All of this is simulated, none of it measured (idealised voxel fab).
The process module presented herein is designated voxel quadruple lines.
Displayed cross-section: cut, width of 285 nm, square cells sized 5 nm.
Cross-section layout: square cells on a grid; listed as bands, top to bottom; a band spans one or more cell rows.
In this notation a band is specified by the heights of its top and bottom, in that order and in nm, after which its materials appear from left to right, each paired with its width in nm. The word "edge to edge" attached to a single material means that material fills the band from edge to edge; the word "empty" stands for empty space.
Beneath 0, the wafer as received is one material, and that level is where height counting begins. The lowest band goes on downward without a bottom; it is written like "0 -> down".
Width "30->40": first value at the band's top row of cells, second value at its bottom row, equal change from row to row.
"changes: none" for a step: no cell of the cross-section changed in that step.
The entry "Tabulated closed voids" lists the empty spaces that cover at least 8 cells and have no open path to the top. Each is written as width x height at distance, where the distance is measured from the left edge and all three values are in nm.
Past the settings on a step's line: simulator remark, on that step.
Each step line may optionally specify "overlay nm", which for a step with a mask gives the rightward distance between the mask's planned place and where it lay, a negative value indicating the leftward direction.

**Below is the list of planned process steps**
1 RECEIVE [material Si]
2 CONFORMAL_DEP [material SiO2] [thk nm 5]
3 DIRECTIONAL_DEP [material W] [thk nm 10]
4 DIRECTIONAL_DEP [material polySi] [thk nm 20]
5 DIRECTIONAL_DEP [material aC] [thk nm 25]
6 PATTERN [tone cover] [mask id MANDREL] [material resist] [width nm 20] [pitch nm 60] [thk nm 35] [overlay nm 0]
7 DIRECTIONAL_ETCH [etch materials aC] [depth nm 25]
8 STRIP [etch materials resist]
9 CONFORMAL_DEP [material SiO2] [thk nm 10]
10 DIRECTIONAL_ETCH [etch materials SiO2] [depth nm 10]
11 STRIP [etch materials aC]
12 DIRECTIONAL_ETCH [etch materials polySi] [depth nm 20]
13 STRIP [etch materials SiO2]
14 CONFORMAL_DEP [material SiCN] [thk nm 5]
15 DIRECTIONAL_ETCH [etch materials SiCN] [depth nm 5]
16 STRIP [etch materials polySi]
17 DIRECTIONAL_ETCH [etch materials W] [depth nm 10]
18 STRIP [etch materials SiCN]

**Wafer, first of two, run as planned**

**As received (post step 1): cross-section**
> 0 -> down = Si edge to edge
> Tabulated closed voids: none

**State of the wafer after step 2, shown in cross-section**
> 5 -> 0 = SiO2 edge to edge
> Heights below 0 show no change.

**State of the wafer after step 3, shown in cross-section**
> 15 -> 5 = W edge to edge
> Heights below 5 show no change.

**State of the wafer after step 4, shown in cross-section**
> 35 -> 15 = polySi edge to edge
> Heights below 15 show no change.

**State of the wafer after step 5, shown in cross-section**
> 60 -> 35 = aC edge to edge
> Heights below 35 show no change.

**State of the wafer after step 6, shown in cross-section**
> 95 -> 60 = 100 empty / 20 resist / 40 empty / 20 resist / 105 empty
> Heights below 60 show no change.

**State of the wafer after step 7, shown in cross-section**
> 70 -> 60 = 100 empty / 20 resist / 40 empty / 20 resist / 105 empty
> 60 -> 35 = 100 empty / 20 aC / 40 empty / 20 aC / 105 empty
> Heights below 35 show no change.

**State of the wafer after step 8, shown in cross-section**
> 60 -> 35 = 100 empty / 20 aC / 40 empty / 20 aC / 105 empty
> Heights below 35 show no change.

**State of the wafer after step 9, shown in cross-section**
> 70 -> 60 = 90 empty / 40 SiO2 / 20 empty / 40 SiO2 / 95 empty
> 60 -> 45 = 90 empty / 10 SiO2 / 20 aC / 10 SiO2 / 20 empty / 10 SiO2 / 20 aC / 10 SiO2 / 95 empty
> 45 -> 35 = 100 SiO2 / 20 aC / 40 SiO2 / 20 aC / 105 SiO2
> Heights below 35 show no change.

**State of the wafer after step 10, shown in cross-section**
> 60 -> 35 = 90 empty / 10 SiO2 / 20 aC / 10 SiO2 / 20 empty / 10 SiO2 / 20 aC / 10 SiO2 / 95 empty
> Heights below 35 show no change.

**State of the wafer after step 11, shown in cross-section**
> 60 -> 35 = 90 empty / 10 SiO2 / 20 empty / 10 SiO2 / 20 empty / 10 SiO2 / 20 empty / 10 SiO2 / 95 empty
> Heights below 35 show no change.

**State of the wafer after step 12, shown in cross-section**
> 60 -> 35 = 90 empty / 10 SiO2 / 20 empty / 10 SiO2 / 20 empty / 10 SiO2 / 20 empty / 10 SiO2 / 95 empty
> 35 -> 15 = 90 empty / 10 polySi / 20 empty / 10 polySi / 20 empty / 10 polySi / 20 empty / 10 polySi / 95 empty
> Heights below 15 show no change.

**State of the wafer after step 13, shown in cross-section**
> 35 -> 15 = 90 empty / 10 polySi / 20 empty / 10 polySi / 20 empty / 10 polySi / 20 empty / 10 polySi / 95 empty
> Heights below 15 show no change.

**State of the wafer after step 14, shown in cross-section**
> 40 -> 35 = 85 empty / 20 SiCN / 10 empty / 20 SiCN / 10 empty / 20 SiCN / 10 empty / 20 SiCN / 90 empty
> 35 -> 20 = 85 empty / 5 SiCN / 10 polySi / 5 SiCN / 10 empty / 5 SiCN / 10 polySi / 5 SiCN / 10 empty / 5 SiCN / 10 polySi / 5 SiCN / 10 empty / 5 SiCN / 10 polySi / 5 SiCN / 90 empty
> 20 -> 15 = 90 SiCN / 10 polySi / 20 SiCN / 10 polySi / 20 SiCN / 10 polySi / 20 SiCN / 10 polySi / 95 SiCN
> Heights below 15 show no change.

**State of the wafer after step 15, shown in cross-section**
> 35 -> 15 = 85 empty / 5 SiCN / 10 polySi / 5 SiCN / 10 empty / 5 SiCN / 10 polySi / 5 SiCN / 10 empty / 5 SiCN / 10 polySi / 5 SiCN / 10 empty / 5 SiCN / 10 polySi / 5 SiCN / 90 empty
> Heights below 15 show no change.

**State of the wafer after step 16, shown in cross-section**
> 35 -> 15 = 85 empty / 5 SiCN / 10 empty / 5 SiCN / 10 empty / 5 SiCN / 10 empty / 5 SiCN / 10 empty / 5 SiCN / 10 empty / 5 SiCN / 10 empty / 5 SiCN / 10 empty / 5 SiCN / 90 empty
> Heights below 15 show no change.

**State of the wafer after step 17, shown in cross-section**
> 35 -> 15 = 85 empty / 5 SiCN / 10 empty / 5 SiCN / 10 empty / 5 SiCN / 10 empty / 5 SiCN / 10 empty / 5 SiCN / 10 empty / 5 SiCN / 10 empty / 5 SiCN / 10 empty / 5 SiCN / 90 empty
> 15 -> 5 = 85 empty / 5 W / 10 empty / 5 W / 10 empty / 5 W / 10 empty / 5 W / 10 empty / 5 W / 10 empty / 5 W / 10 empty / 5 W / 10 empty / 5 W / 90 empty
> Heights below 5 show no change.

**State of the wafer after step 18, shown in cross-section**
> 15 -> 5 = 85 empty / 5 W / 10 empty / 5 W / 10 empty / 5 W / 10 empty / 5 W / 10 empty / 5 W / 10 empty / 5 W / 10 empty / 5 W / 10 empty / 5 W / 90 empty
> Heights below 5 show no change.

**The second wafer was prepared from the same starting point and under the same plan as the first; its processing contained one mistake, and it remains indistinguishable from the first wafer up to and including step 3**

**Second wafer, cross-section, planned end of step 4**
> 40 -> 15 = aC edge to edge
> Heights below 15 show no change.

**Second wafer, cross-section, planned end of step 5**
> 60 -> 40 = polySi edge to edge
> Heights below 40 show no change.

**Second wafer, cross-section, planned end of step 6**
> 95 -> 60 = 100 empty / 20 resist / 40 empty / 20 resist / 105 empty
> Heights below 60 show no change.

**Second wafer, cross-section, planned end of step 7**
> 70 -> 60 = 100 empty / 20 resist / 40 empty / 20 resist / 105 empty
> Heights below 60 show no change.

**Second wafer, cross-section, planned end of step 8**
> 60 -> 40 = polySi edge to edge
> Heights below 40 show no change.

**Second wafer, cross-section, planned end of step 9**
> 70 -> 60 = SiO2 edge to edge
> Heights below 60 show no change.

**Second wafer, cross-section, planned end of step 10**
> 60 -> 40 = polySi edge to edge
> Heights below 40 show no change.

Second wafer, cross-section, planned end of step 11: changes: none

**Second wafer, cross-section, planned end of step 12**
> 40 -> 15 = aC edge to edge
> Heights below 15 show no change.

Second wafer, cross-section, planned end of step 13: changes: none

**Second wafer, cross-section, planned end of step 14**
> 45 -> 40 = SiCN edge to edge
> Heights below 40 show no change.

**Second wafer, cross-section, planned end of step 15**
> 40 -> 15 = aC edge to edge
> Heights below 15 show no change.

Second wafer, cross-section, planned end of step 16: changes: none

Second wafer, cross-section, planned end of step 17: changes: none

Second wafer, cross-section, planned end of step 18: changes: none
Misprocessing identified: steps 4 and 5 swapped
at the end the second wafer has, in cells: W +98, aC +285
